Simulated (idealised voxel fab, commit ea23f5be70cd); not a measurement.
process module | voxel wiring stack
cross-section cut | 185 nm wide | cells 5 nm
A cross-section is a grid of square cells, given in bands from the top down. A band is one or more rows of cells.
Each band's line starts with the height of the band's top and of its bottom, in nm. Then come its materials from left to right, each with its width in nm. One material with "throughout" fills the band from edge to edge. "air" is empty space.
Height 0 is the level under which the wafer as received is all one material. The lowest band goes on downwards, as in "0 down".
A width such as "30 to 40" changes by the same amount from each row of cells to the next, from the band's top row to its bottom row.
"no change" after a step means that no cell of the cross-section changed.
closed voids: empty space of 8 cells or more with no open way to the top, each as width x height at its distance from the left edge, in nm
after a step's settings: what the simulator itself notes on the step
overlay nm, on a step with a mask: how far to the right of its planned place the mask lay; to the left if negative
plan
1 op RECEIVE | material Si
2 op CONFORMAL_DEP | material SiO2 | thk nm 10
3 op CONFORMAL_DEP | material SiN | thk nm 5
4 op DIRECTIONAL_DEP | material SiO2 | thk nm 25
5 op MASKED_ETCH | tone open | mask id METAL_1 | width nm 20 | pitch nm 45 | etch materials SiO2 | depth nm 25 | overlay nm 0
6 op MASKED_ETCH | tone open | mask id METAL_1 | width nm 20 | pitch nm 45 | etch materials SiN | depth nm 5 | overlay nm 0
7 op CONFORMAL_DEP | material TiN | thk nm 5
8 op FILL_DEP | material Cu | thk nm 5
9 op CMP | height nm 40
10 op EPI | material Ru | thk nm 5
11 op FILL_DEP | material SiCN | thk nm 5
12 op DIRECTIONAL_DEP | material lowk | thk nm 30
13 op DIRECTIONAL_DEP | material aC | thk nm 10
14 op PATTERN | tone open | mask id METAL_2_HOLES | material resist | width nm 15 | pitch nm 45 | thk nm 30 | overlay nm 0
15 op DIRECTIONAL_ETCH | etch materials aC | depth nm 10
16 op STRIP | etch materials resist
17 op DIRECTIONAL_ETCH | etch materials lowk | depth nm 30
18 op STRIP | etch materials aC
19 op MASKED_ETCH | tone open | mask id METAL_2 | width nm 20 | pitch nm 45 | etch materials lowk | depth nm 20 | overlay nm 0
20 op MASKED_ETCH | tone open | mask id METAL_2 | width nm 20 | pitch nm 45 | etch materials SiCN | depth nm 5 | overlay nm 0
21 op CONFORMAL_DEP | material TiN | thk nm 5
22 op FILL_DEP | material Cu | thk nm 10
23 op CMP | height nm 80
24 op CONFORMAL_DEP | material SiN | thk nm 5
first wafer, as planned
as received, after step 1
  0 down: Si throughout
  closed voids: none
after step 2
  10 to 0: SiO2 throughout
  below 0: unchanged
after step 3
  15 to 10: SiN throughout
  below 10: unchanged
after step 4
  40 to 15: SiO2 throughout
  below 15: unchanged
after step 5
  40 to 15: SiO2 15 | air 20 | SiO2 25 | air 20 | SiO2 25 | air 20 | SiO2 25 | air 20 | SiO2 15
  below 15: unchanged
after step 6
  40 to 15: SiO2 15 | air 20 | SiO2 25 | air 20 | SiO2 25 | air 20 | SiO2 25 | air 20 | SiO2 15
  15 to 10: SiN 15 | air 20 | SiN 25 | air 20 | SiN 25 | air 20 | SiN 25 | air 20 | SiN 15
  below 10: unchanged
after step 7
  45 to 40: TiN 20 | air 10 | TiN 35 | air 10 | TiN 35 | air 10 | TiN 35 | air 10 | TiN 20
  40 to 15: SiO2 15 | TiN 5 | air 10 | TiN 5 | SiO2 25 | TiN 5 | air 10 | TiN 5 | SiO2 25 | TiN 5 | air 10 | TiN 5 | SiO2 25 | TiN 5 | air 10 | TiN 5 | SiO2 15
  15 to 10: SiN 15 | TiN 20 | SiN 25 | TiN 20 | SiN 25 | TiN 20 | SiN 25 | TiN 20 | SiN 15
  below 10: unchanged
after step 8
  50 to 45: Cu throughout
  45 to 40: TiN 20 | Cu 10 | TiN 35 | Cu 10 | TiN 35 | Cu 10 | TiN 35 | Cu 10 | TiN 20
  40 to 15: SiO2 15 | TiN 5 | Cu 10 | TiN 5 | SiO2 25 | TiN 5 | Cu 10 | TiN 5 | SiO2 25 | TiN 5 | Cu 10 | TiN 5 | SiO2 25 | TiN 5 | Cu 10 | TiN 5 | SiO2 15
  below 15: unchanged
after step 9
  40 to 15: SiO2 15 | TiN 5 | Cu 10 | TiN 5 | SiO2 25 | TiN 5 | Cu 10 | TiN 5 | SiO2 25 | TiN 5 | Cu 10 | TiN 5 | SiO2 25 | TiN 5 | Cu 10 | TiN 5 | SiO2 15
  below 15: unchanged
after step 10
  45 to 40: air 10 | Ru 30 | air 15 | Ru 30 | air 15 | Ru 30 | air 15 | Ru 30 | air 10
  below 40: unchanged
after step 11
  50 to 45: SiCN throughout
  45 to 40: SiCN 10 | Ru 30 | SiCN 15 | Ru 30 | SiCN 15 | Ru 30 | SiCN 15 | Ru 30 | SiCN 10
  below 40: unchanged
after step 12
  80 to 50: lowk throughout
  below 50: unchanged
after step 13
  90 to 80: aC throughout
  below 80: unchanged
after step 14
  120 to 90: resist 15 | air 15 | resist 30 | air 15 | resist 30 | air 15 | resist 30 | air 15 | resist 20
  below 90: unchanged
after step 15
  110 to 90: resist 15 | air 15 | resist 30 | air 15 | resist 30 | air 15 | resist 30 | air 15 | resist 20
  90 to 80: aC 15 | air 15 | aC 30 | air 15 | aC 30 | air 15 | aC 30 | air 15 | aC 20
  below 80: unchanged
after step 16
  90 to 80: aC 15 | air 15 | aC 30 | air 15 | aC 30 | air 15 | aC 30 | air 15 | aC 20
  below 80: unchanged
after step 17
  90 to 80: aC 15 | air 15 | aC 30 | air 15 | aC 30 | air 15 | aC 30 | air 15 | aC 20
  80 to 50: lowk 15 | air 15 | lowk 30 | air 15 | lowk 30 | air 15 | lowk 30 | air 15 | lowk 20
  below 50: unchanged
after step 18
  80 to 50: lowk 15 | air 15 | lowk 30 | air 15 | lowk 30 | air 15 | lowk 30 | air 15 | lowk 20
  below 50: unchanged
after step 19
  80 to 60: lowk 15 | air 20 | lowk 25 | air 20 | lowk 25 | air 20 | lowk 25 | air 20 | lowk 15
  below 60: unchanged
after step 20
  80 to 60: lowk 15 | air 20 | lowk 25 | air 20 | lowk 25 | air 20 | lowk 25 | air 20 | lowk 15
  60 to 50: lowk 15 | air 15 | lowk 30 | air 15 | lowk 30 | air 15 | lowk 30 | air 15 | lowk 20
  50 to 45: SiCN 15 | air 15 | SiCN 30 | air 15 | SiCN 30 | air 15 | SiCN 30 | air 15 | SiCN 20
  below 45: unchanged
after step 21
  85 to 80: TiN 20 | air 10 | TiN 35 | air 10 | TiN 35 | air 10 | TiN 35 | air 10 | TiN 20
  80 to 65: lowk 15 | TiN 5 | air 10 | TiN 5 | lowk 25 | TiN 5 | air 10 | TiN 5 | lowk 25 | TiN 5 | air 10 | TiN 5 | lowk 25 | TiN 5 | air 10 | TiN 5 | lowk 15
  65 to 60: lowk 15 | TiN 5 | air 5 | TiN 10 | lowk 25 | TiN 5 | air 5 | TiN 10 | lowk 25 | TiN 5 | air 5 | TiN 10 | lowk 25 | TiN 5 | air 5 | TiN 10 | lowk 15
  60 to 50: lowk 15 | TiN 5 | air 5 | TiN 5 | lowk 30 | TiN 5 | air 5 | TiN 5 | lowk 30 | TiN 5 | air 5 | TiN 5 | lowk 30 | TiN 5 | air 5 | TiN 5 | lowk 20
  50 to 45: SiCN 15 | TiN 15 | SiCN 30 | TiN 15 | SiCN 30 | TiN 15 | SiCN 30 | TiN 15 | SiCN 20
  below 45: unchanged
after step 22
  95 to 85: Cu throughout
  85 to 80: TiN 20 | Cu 10 | TiN 35 | Cu 10 | TiN 35 | Cu 10 | TiN 35 | Cu 10 | TiN 20
  80 to 65: lowk 15 | TiN 5 | Cu 10 | TiN 5 | lowk 25 | TiN 5 | Cu 10 | TiN 5 | lowk 25 | TiN 5 | Cu 10 | TiN 5 | lowk 25 | TiN 5 | Cu 10 | TiN 5 | lowk 15
  65 to 60: lowk 15 | TiN 5 | Cu 5 | TiN 10 | lowk 25 | TiN 5 | Cu 5 | TiN 10 | lowk 25 | TiN 5 | Cu 5 | TiN 10 | lowk 25 | TiN 5 | Cu 5 | TiN 10 | lowk 15
  60 to 50: lowk 15 | TiN 5 | Cu 5 | TiN 5 | lowk 30 | TiN 5 | Cu 5 | TiN 5 | lowk 30 | TiN 5 | Cu 5 | TiN 5 | lowk 30 | TiN 5 | Cu 5 | TiN 5 | lowk 20
  below 50: unchanged
after step 23
  80 to 65: lowk 15 | TiN 5 | Cu 10 | TiN 5 | lowk 25 | TiN 5 | Cu 10 | TiN 5 | lowk 25 | TiN 5 | Cu 10 | TiN 5 | lowk 25 | TiN 5 | Cu 10 | TiN 5 | lowk 15
  below 65: unchanged
after step 24
  85 to 80: SiN throughout
  below 80: unchanged
second wafer: like start, like plan, one mistake. Through step 13 it matches the first wafer
when step 14 should have ended
  120 to 90: resist 20 | air 15 | resist 30 | air 15 | resist 30 | air 15 | resist 30 | air 15 | resist 15
  below 90: unchanged
when step 15 should have ended
  110 to 90: resist 20 | air 15 | resist 30 | air 15 | resist 30 | air 15 | resist 30 | air 15 | resist 15
  90 to 80: aC 20 | air 15 | aC 30 | air 15 | aC 30 | air 15 | aC 30 | air 15 | aC 15
  below 80: unchanged
when step 16 should have ended
  90 to 80: aC 20 | air 15 | aC 30 | air 15 | aC 30 | air 15 | aC 30 | air 15 | aC 15
  below 80: unchanged
when step 17 should have ended
  90 to 80: aC 20 | air 15 | aC 30 | air 15 | aC 30 | air 15 | aC 30 | air 15 | aC 15
  80 to 50: lowk 20 | air 15 | lowk 30 | air 15 | lowk 30 | air 15 | lowk 30 | air 15 | lowk 15
  below 50: unchanged
when step 18 should have ended
  80 to 50: lowk 20 | air 15 | lowk 30 | air 15 | lowk 30 | air 15 | lowk 30 | air 15 | lowk 15
  below 50: unchanged
when step 19 should have ended
  80 to 60: lowk 15 | air 20 | lowk 25 | air 20 | lowk 25 | air 20 | lowk 25 | air 20 | lowk 15
  below 60: unchanged
when step 20 should have ended
  80 to 60: lowk 15 | air 20 | lowk 25 | air 20 | lowk 25 | air 20 | lowk 25 | air 20 | lowk 15
  60 to 50: lowk 20 | air 15 | lowk 30 | air 15 | lowk 30 | air 15 | lowk 30 | air 15 | lowk 15
  50 to 45: SiCN 20 | air 15 | SiCN 30 | air 15 | SiCN 30 | air 15 | SiCN 30 | air 15 | SiCN 15
  below 45: unchanged
when step 21 should have ended
  85 to 80: TiN 20 | air 10 | TiN 35 | air 10 | TiN 35 | air 10 | TiN 35 | air 10 | TiN 20
  80 to 65: lowk 15 | TiN 5 | air 10 | TiN 5 | lowk 25 | TiN 5 | air 10 | TiN 5 | lowk 25 | TiN 5 | air 10 | TiN 5 | lowk 25 | TiN 5 | air 10 | TiN 5 | lowk 15
  65 to 60: lowk 15 | TiN 10 | air 5 | TiN 5 | lowk 25 | TiN 10 | air 5 | TiN 5 | lowk 25 | TiN 10 | air 5 | TiN 5 | lowk 25 | TiN 10 | air 5 | TiN 5 | lowk 15
  60 to 50: lowk 20 | TiN 5 | air 5 | TiN 5 | lowk 30 | TiN 5 | air 5 | TiN 5 | lowk 30 | TiN 5 | air 5 | TiN 5 | lowk 30 | TiN 5 | air 5 | TiN 5 | lowk 15
  50 to 45: SiCN 20 | TiN 15 | SiCN 30 | TiN 15 | SiCN 30 | TiN 15 | SiCN 30 | TiN 15 | SiCN 15
  below 45: unchanged
when step 22 should have ended
  95 to 85: Cu throughout
  85 to 80: TiN 20 | Cu 10 | TiN 35 | Cu 10 | TiN 35 | Cu 10 | TiN 35 | Cu 10 | TiN 20
  80 to 65: lowk 15 | TiN 5 | Cu 10 | TiN 5 | lowk 25 | TiN 5 | Cu 10 | TiN 5 | lowk 25 | TiN 5 | Cu 10 | TiN 5 | lowk 25 | TiN 5 | Cu 10 | TiN 5 | lowk 15
  65 to 60: lowk 15 | TiN 10 | Cu 5 | TiN 5 | lowk 25 | TiN 10 | Cu 5 | TiN 5 | lowk 25 | TiN 10 | Cu 5 | TiN 5 | lowk 25 | TiN 10 | Cu 5 | TiN 5 | lowk 15
  60 to 50: lowk 20 | TiN 5 | Cu 5 | TiN 5 | lowk 30 | TiN 5 | Cu 5 | TiN 5 | lowk 30 | TiN 5 | Cu 5 | TiN 5 | lowk 30 | TiN 5 | Cu 5 | TiN 5 | lowk 15
  below 50: unchanged
when step 23 should have ended
  80 to 65: lowk 15 | TiN 5 | Cu 10 | TiN 5 | lowk 25 | TiN 5 | Cu 10 | TiN 5 | lowk 25 | TiN 5 | Cu 10 | TiN 5 | lowk 25 | TiN 5 | Cu 10 | TiN 5 | lowk 15
  below 65: unchanged
when step 24 should have ended
  85 to 80: SiN throughout
  below 80: unchanged
what went wrong: step 14 ran as: op PATTERN | tone open | mask id METAL_2_HOLES | material resist | width nm 15 | pitch nm 45 | thk nm 30 | overlay nm 5
at the end the second wafer has, in cells: as many of each material as the first, in other places
